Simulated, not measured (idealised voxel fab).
The following process module bears the name voxel local oxidation.
It is cross-section cut that appears here, measuring 285 nm in width, its square cells being 5 nm in size.
Cross-section format: a grid of square cells, given as bands from top to bottom; each band is one or more rows of cells.
Read a band's entry like this: the first values are the height of its top and the height of its bottom in nm, and what follows is the sequence of materials from left to right, each with its width in nm. Note that "empty" is empty space, and that a single material marked "edge to edge" reaches across the band from edge to edge.
Height is counted from the level 0, under which the received wafer is composed throughout of one material. The lowest of the bands is not closed at the bottom but continues downward, in the notation "z 0 and below".
With a width like "30..40", each row of cells in the band differs from the next by the same amount, the top row carrying the first number and the bottom row the second.
Reading "nothing altered" for a step: not a cell of the cross-section changed in it.
Basically, "Enclosed internal cavities" tells you about the enclosed voids: empty spaces with no open way to the top, 8 cells or bigger, each written width x height at distance, where distance is from the left edge, all in nm.
after a step's settings: what the simulator itself notes on the step
What "overlay nm" on a step's line means: if the step has a mask, that mask lay this far to the right of its planned place, or, when the value is negative, to the left.
Planned step list for the process:
- 1: RECEIVE: material Si
- 2: OXIDIZE: depth nm 5
- 3: CONFORMAL_DEP: material SiN, thk nm 10
- 4: DIRECTIONAL_DEP: material aC, thk nm 10
- 5: PATTERN: tone cover, mask id ACTIVE, material resist, width nm 100, thk nm 25, overlay nm 0
- 6: DIRECTIONAL_ETCH: etch materials aC, depth nm 10
- 7: STRIP: etch materials resist
- 8: DIRECTIONAL_ETCH: etch materials SiN, depth nm 10
- 9: STRIP: etch materials aC
- 10: SELECTIVE_ETCH: etch materials SiO2, depth nm 5
- 11: OXIDIZE: depth nm 10
- 12: STRIP: etch materials SiN
Cross-section of the incoming wafer, state after step 1:
	z 0 and below  Si edge to edge
	Enclosed internal cavities: none
Cross-section, first of two wafers, end of module, run as planned:
	z 0 to -5  95 empty, then 90 SiO2, then 100 empty
	z -5 to -15  105 SiO2, then 70 Si, then 110 SiO2
	z -15 and below  Si edge to edge
	Enclosed internal cavities: none
Cross-sectional view: second of two wafers, end of module; start and plan identical to the first, one mistake in running:
	z 5 to -5  SiO2 edge to edge
	z -5 and below  Si edge to edge
	Enclosed internal cavities: none
In executing the process, a mistake was made relative to the plan: so step 3 ended up running with a different setting than we planned, it ran as CONFORMAL_DEP: material SiO2, thk nm 10
At the finish, the second wafer shows more or fewer cells for some materials than the first does: Si +86; SiO2 +10
